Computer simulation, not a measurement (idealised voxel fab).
voxel self aligned vias: a process module
Cross-sectional view cut (width: 270 nm; square cell size: 5 nm).
Cross-sections here: square-cell grids, written as top-down lists of bands, a band being one or more rows of cells.
Basically the band line says how high the top is and how high the bottom is, in nm, and then what's in it from left to right, every material with its width in nm. Empty space shows up as "blank", and if a single material carries "throughout" it runs the full band edge to edge.
Heads up on the height convention: 0 is the point under which the incoming wafer is all one material, and the lowest band has no bottom, it just keeps going down, like "0 down".
So if you see something like "30..40" for the width, read it as the top row of the band sitting at the first number and the bottom row at the second, with every row in between moving by the same amount as the last.
Key: "nothing different" - step with no changed cell in the cross-section.
Reported under the label "Enclosed void list" are the empty spaces having no open way to the top and comprising 8 cells or more; the notation for each is width x height at distance, in which the distance is measured from the left edge and all three values are in nm.
On a step's line, text after the settings is the simulator commenting on that step.
overlay nm: step with mask; distance mask lay right of planned place; negative value = left of planned place.
# The steps planned for the process are as follows
- 1: RECEIVE with material Si
- 2: CONFORMAL_DEP with material SiO2, thk nm 10
- 3: CONFORMAL_DEP with material SiCN, thk nm 5
- 4: DIRECTIONAL_DEP with material lowk, thk nm 20
- 5: MASKED_ETCH with tone open, mask id LINES, width nm 20, pitch nm 70, etch materials lowk, depth nm 20, overlay nm 0
- 6: CONFORMAL_DEP with material TiN, thk nm 5
- 7: FILL_DEP with material Ru, thk nm 10
- 8: CMP with height nm 35
- 9: SELECTIVE_ETCH with etch materials W Ru TiN, depth nm 5
- 10: FILL_DEP with material SiN, thk nm 5
- 11: CMP with height nm 35
- 12: DIRECTIONAL_DEP with material lowk, thk nm 20
- 13: DIRECTIONAL_DEP with material aC, thk nm 15
- 14: PATTERN with tone open, mask id VIAS, material resist, width nm 40, pitch nm 70, thk nm 30, overlay nm 0
- 15: DIRECTIONAL_ETCH with etch materials aC, depth nm 15
- 16: STRIP with etch materials resist
- 17: DIRECTIONAL_ETCH with etch materials lowk, depth nm 20
- 18: DIRECTIONAL_ETCH with etch materials SiN, depth nm 5
- 19: STRIP with etch materials aC
- 20: CONFORMAL_DEP with material TiN, thk nm 5
- 21: FILL_DEP with material Ru, thk nm 10
- 22: CMP with height nm 55
- 23: CONFORMAL_DEP with material SiCN, thk nm 5
# First of two wafers, with the run carried out as planned
# Delivered wafer in cross-section: state after step 1
	0 down = Si throughout
	Enclosed void list: none
# Upon completion of step 2, the wafer appears in cross-section as shown
	10 to 0 = SiO2 throughout
	All layers under 0 are left as they were.
# Upon completion of step 3, the wafer appears in cross-section as shown
	15 to 10 = SiCN throughout
	All layers under 10 are left as they were.
# Upon completion of step 4, the wafer appears in cross-section as shown
	35 to 15 = lowk throughout
	All layers under 15 are left as they were.
# Upon completion of step 5, the wafer appears in cross-section as shown
	35 to 15 = lowk (90) | blank (20) | lowk (50) | blank (20) | lowk (90)
	All layers under 15 are left as they were.
# Upon completion of step 6, the wafer appears in cross-section as shown
	40 to 35 = TiN (95) | blank (10) | TiN (60) | blank (10) | TiN (95)
	35 to 20 = lowk (90) | TiN (5) | blank (10) | TiN (5) | lowk (50) | TiN (5) | blank (10) | TiN (5) | lowk (90)
	20 to 15 = lowk (90) | TiN (20) | lowk (50) | TiN (20) | lowk (90)
	All layers under 15 are left as they were.
# Upon completion of step 7, the wafer appears in cross-section as shown
	50 to 40 = Ru throughout
	40 to 35 = TiN (95) | Ru (10) | TiN (60) | Ru (10) | TiN (95)
	35 to 20 = lowk (90) | TiN (5) | Ru (10) | TiN (5) | lowk (50) | TiN (5) | Ru (10) | TiN (5) | lowk (90)
	All layers under 20 are left as they were.
# Upon completion of step 8, the wafer appears in cross-section as shown
	35 to 20 = lowk (90) | TiN (5) | Ru (10) | TiN (5) | lowk (50) | TiN (5) | Ru (10) | TiN (5) | lowk (90)
	All layers under 20 are left as they were.
# Upon completion of step 9, the wafer appears in cross-section as shown
	35 to 30 = lowk (90) | blank (20) | lowk (50) | blank (20) | lowk (90)
	All layers under 30 are left as they were.
# Upon completion of step 10, the wafer appears in cross-section as shown
	40 to 35 = SiN throughout
	35 to 30 = lowk (90) | SiN (20) | lowk (50) | SiN (20) | lowk (90)
	All layers under 30 are left as they were.
# Upon completion of step 11, the wafer appears in cross-section as shown
	35 to 30 = lowk (90) | SiN (20) | lowk (50) | SiN (20) | lowk (90)
	All layers under 30 are left as they were.
# Upon completion of step 12, the wafer appears in cross-section as shown
	55 to 35 = lowk throughout
	All layers under 35 are left as they were.
# Upon completion of step 13, the wafer appears in cross-section as shown
	70 to 55 = aC throughout
	All layers under 55 are left as they were.
# Upon completion of step 14, the wafer appears in cross-section as shown
	100 to 70 = resist (80) | blank (40) | resist (30) | blank (40) | resist (80)
	All layers under 70 are left as they were.
# Upon completion of step 15, the wafer appears in cross-section as shown
	85 to 70 = resist (80) | blank (40) | resist (30) | blank (40) | resist (80)
	70 to 55 = aC (80) | blank (40) | aC (30) | blank (40) | aC (80)
	All layers under 55 are left as they were.
# Upon completion of step 16, the wafer appears in cross-section as shown
	70 to 55 = aC (80) | blank (40) | aC (30) | blank (40) | aC (80)
	All layers under 55 are left as they were.
# Upon completion of step 17, the wafer appears in cross-section as shown
	70 to 55 = aC (80) | blank (40) | aC (30) | blank (40) | aC (80)
	55 to 35 = lowk (80) | blank (40) | lowk (30) | blank (40) | lowk (80)
	All layers under 35 are left as they were.
# Upon completion of step 18, the wafer appears in cross-section as shown
	70 to 55 = aC (80) | blank (40) | aC (30) | blank (40) | aC (80)
	55 to 35 = lowk (80) | blank (40) | lowk (30) | blank (40) | lowk (80)
	35 to 30 = lowk (90) | blank (20) | lowk (50) | blank (20) | lowk (90)
	All layers under 30 are left as they were.
# Upon completion of step 19, the wafer appears in cross-section as shown
	55 to 35 = lowk (80) | blank (40) | lowk (30) | blank (40) | lowk (80)
	All layers under 35 are left as they were.
# Upon completion of step 20, the wafer appears in cross-section as shown
	60 to 55 = TiN (85) | blank (30) | TiN (40) | blank (30) | TiN (85)
	55 to 40 = lowk (80) | TiN (5) | blank (30) | TiN (5) | lowk (30) | TiN (5) | blank (30) | TiN (5) | lowk (80)
	40 to 35 = lowk (80) | TiN (15) | blank (10) | TiN (15) | lowk (30) | TiN (15) | blank (10) | TiN (15) | lowk (80)
	35 to 30 = lowk (90) | TiN (20) | lowk (50) | TiN (20) | lowk (90)
	All layers under 30 are left as they were.
# Upon completion of step 21, the wafer appears in cross-section as shown
	70 to 60 = Ru throughout
	60 to 55 = TiN (85) | Ru (30) | TiN (40) | Ru (30) | TiN (85)
	55 to 40 = lowk (80) | TiN (5) | Ru (30) | TiN (5) | lowk (30) | TiN (5) | Ru (30) | TiN (5) | lowk (80)
	40 to 35 = lowk (80) | TiN (15) | Ru (10) | TiN (15) | lowk (30) | TiN (15) | Ru (10) | TiN (15) | lowk (80)
	All layers under 35 are left as they were.
# Upon completion of step 22, the wafer appears in cross-section as shown
	55 to 40 = lowk (80) | TiN (5) | Ru (30) | TiN (5) | lowk (30) | TiN (5) | Ru (30) | TiN (5) | lowk (80)
	All layers under 40 are left as they were.
# Upon completion of step 23, the wafer appears in cross-section as shown
	60 to 55 = SiCN throughout
	All layers under 55 are left as they were.
# Here the second wafer is described. Its start and its plan were those of the first wafer. Its run contained one mistake. Up to and including step 13, it did exactly what the first wafer did
# Second wafer shown in cross-section at the time step 14 was slated to end
	100 to 70 = blank (80) | resist (40) | blank (30) | resist (40) | blank (80)
	All layers under 70 are left as they were.
# Second wafer shown in cross-section at the time step 15 was slated to end
	85 to 70 = blank (80) | resist (40) | blank (30) | resist (40) | blank (80)
	70 to 55 = blank (80) | aC (40) | blank (30) | aC (40) | blank (80)
	All layers under 55 are left as they were.
# Second wafer shown in cross-section at the time step 16 was slated to end
	70 to 55 = blank (80) | aC (40) | blank (30) | aC (40) | blank (80)
	All layers under 55 are left as they were.
# Second wafer shown in cross-section at the time step 17 was slated to end
	70 to 55 = blank (80) | aC (40) | blank (30) | aC (40) | blank (80)
	55 to 35 = blank (80) | lowk (40) | blank (30) | lowk (40) | blank (80)
	All layers under 35 are left as they were.
Second wafer shown in cross-section at the time step 18 was slated to end: nothing different
# Second wafer shown in cross-section at the time step 19 was slated to end
	55 to 35 = blank (80) | lowk (40) | blank (30) | lowk (40) | blank (80)
	All layers under 35 are left as they were.
# Second wafer shown in cross-section at the time step 20 was slated to end
	60 to 55 = blank (75) | TiN (50) | blank (20) | TiN (50) | blank (75)
	55 to 40 = blank (75) | TiN (5) | lowk (40) | TiN (5) | blank (20) | TiN (5) | lowk (40) | TiN (5) | blank (75)
	40 to 35 = TiN (80) | lowk (40) | TiN (30) | lowk (40) | TiN (80)
	All layers under 35 are left as they were.
# Second wafer shown in cross-section at the time step 21 was slated to end
	70 to 60 = Ru throughout
	60 to 55 = Ru (75) | TiN (50) | Ru (20) | TiN (50) | Ru (75)
	55 to 40 = Ru (75) | TiN (5) | lowk (40) | TiN (5) | Ru (20) | TiN (5) | lowk (40) | TiN (5) | Ru (75)
	All layers under 40 are left as they were.
# Second wafer shown in cross-section at the time step 22 was slated to end
	55 to 40 = Ru (75) | TiN (5) | lowk (40) | TiN (5) | Ru (20) | TiN (5) | lowk (40) | TiN (5) | Ru (75)
	All layers under 40 are left as they were.
# Second wafer shown in cross-section at the time step 23 was slated to end
	60 to 55 = SiCN throughout
	All layers under 55 are left as they were.
Run error: step 14 deviated from plan and actually ran as PATTERN with tone cover, mask id VIAS, material resist, width nm 40, pitch nm 70, thk nm 30, overlay nm 0
Looking at both finished wafers in cells, the second ends up ahead of or behind the first on some materials: +62 Ru | +8 SiN | +18 TiN | -88 lowk
